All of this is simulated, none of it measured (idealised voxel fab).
process module | voxel local oxidation
cross-section cut | 165 nm wide | cells 5 nm
A cross-section is a grid of square cells, given in bands from the top down. A band is one or more rows of cells.
Each band's line starts with the height of the band's top and of its bottom, in nm. Then come its materials from left to right, each with its width in nm. One material with "throughout" fills the band from edge to edge. "air" is empty space.
Height 0 is the level under which the wafer as received is all one material. The lowest band goes on downwards, as in "0 down".
A width such as "30 to 40" changes by the same amount from each row of cells to the next, from the band's top row to its bottom row.
"no change" after a step means that no cell of the cross-section changed.
closed voids: empty space of 8 cells or more with no open way to the top, each as width x height at its distance from the left edge, in nm
after a step's settings: what the simulator itself notes on the step
overlay nm, on a step with a mask: how far to the right of its planned place the mask lay; to the left if negative
plan
1 op RECEIVE | material Si
2 op OXIDIZE | depth nm 5
3 op CONFORMAL_DEP | material SiN | thk nm 10
4 op MASKED_ETCH | tone cover | mask id ACTIVE | width nm 110 | etch materials SiN | depth nm 10 | overlay nm 0
5 op SELECTIVE_ETCH | etch materials SiO2 | depth nm 5
6 op OXIDIZE | depth nm 15
7 op STRIP | etch materials SiN
as received, after step 1
  0 down: Si throughout
  closed voids: none
first wafer at the end, as planned
  0 to -5: air 30 | SiO2 100 | air 35
  -5 to -20: SiO2 45 | Si 70 | SiO2 50
  -20 down: Si throughout
  closed voids: none
second wafer at the end: like start, like plan, one mistake
  0 to -5: air 35 | SiO2 95 | air 35
  -5 to -20: SiO2 50 | Si 65 | SiO2 50
  -20 down: Si throughout
  closed voids: none
what went wrong: step 4 ran as: op MASKED_ETCH | tone cover | mask id ACTIVE | width nm 105 | etch materials SiN | depth nm 10 | overlay nm 0
at the end the second wafer has, in cells: 3 fewer of Si | 2 more of SiO2
